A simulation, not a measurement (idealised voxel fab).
Process module, titled voxel trench capacitor
Section cut is 255 nm wide and gridded with 5 nm square cells.
If you're reading a cross-section in this doc, picture square cells in a grid; it comes to you as bands, top ones listed first down to the bottom, and a band can be one or more rows of cells. This entry defines a band. It first specifies the height of the band's top and the height of its bottom in nm, and then specifies the band's materials from left to right, stating each material with its width in nm. The word "all across" identifies a single material that fills the band from edge to edge, while the word "empty" identifies empty space. A quick word on heights: they are counted from 0, and under that level the wafer as it came to us is one material throughout. The lowest band is different from the rest in having no bottom; it simply continues downward, written as in "from 0 down". A two-number width, for instance "30 to 40", indicates that the width is equal to the first number in the top row of the band and to the second number in the bottom row, and that it changes by a constant amount per row of cells. Any step labelled "no modification" changed none of the cells in the cross-section. If an empty space has no open way to the top and is at least 8 cells in size, "Cavities, closed" lists it, written width x height at distance, where distance is measured from the left edge and every value is in nm. What comes after the settings on a step's line is commentary from the simulator itself on that step. overlay nm: right-of-plan distance of the mask on a masked step; negative values mean left-of-plan.

Process steps (planned)
1) op RECEIVE | material Si
2) op CONFORMAL_DEP | material SiN | thk nm 10
3) op MASKED_ETCH | tone open | mask id TRENCH | width nm 25 | pitch nm 50 | etch materials SiN | depth nm 10 | overlay nm 0
4) op MASKED_ETCH | tone open | mask id TRENCH | width nm 25 | pitch nm 50 | etch materials Si | depth nm 40 | overlay nm 0
5) op CONFORMAL_DEP | material Al2O3 | thk nm 5
6) op CONFORMAL_DEP | material TiN | thk nm 5
7) op FILL_DEP | material W | thk nm 5
8) op CMP | height nm 10

Cross-sectional view of the wafer in its as-received condition, corresponding to the state after step 1
from 0 down = Si all across
Cavities, closed: none

Starting wafer: above. Plan: above. Run: one mistake. Cross-section after the module: below
from 10 to 0 = SiN (90), TiN (5), Al2O3 (5), W (5), Al2O3 (5), TiN (5), SiN (25), TiN (5), Al2O3 (5), W (5), Al2O3 (5), TiN (5), SiN (90)
from 0 to -30 = Si (90), TiN (5), Al2O3 (5), W (5), Al2O3 (5), TiN (5), Si (25), TiN (5), Al2O3 (5), W (5), Al2O3 (5), TiN (5), Si (90)
from -30 to -35 = Si (90), TiN (5), Al2O3 (15), TiN (5), Si (25), TiN (5), Al2O3 (15), TiN (5), Si (90)
from -35 to -40 = Si (90), TiN (25), Si (25), TiN (25), Si (90)
from -40 down = Si all across
Cavities, closed: none
So what did we get wrong on this run? order of steps 5 and 6 inverted relative to the plan
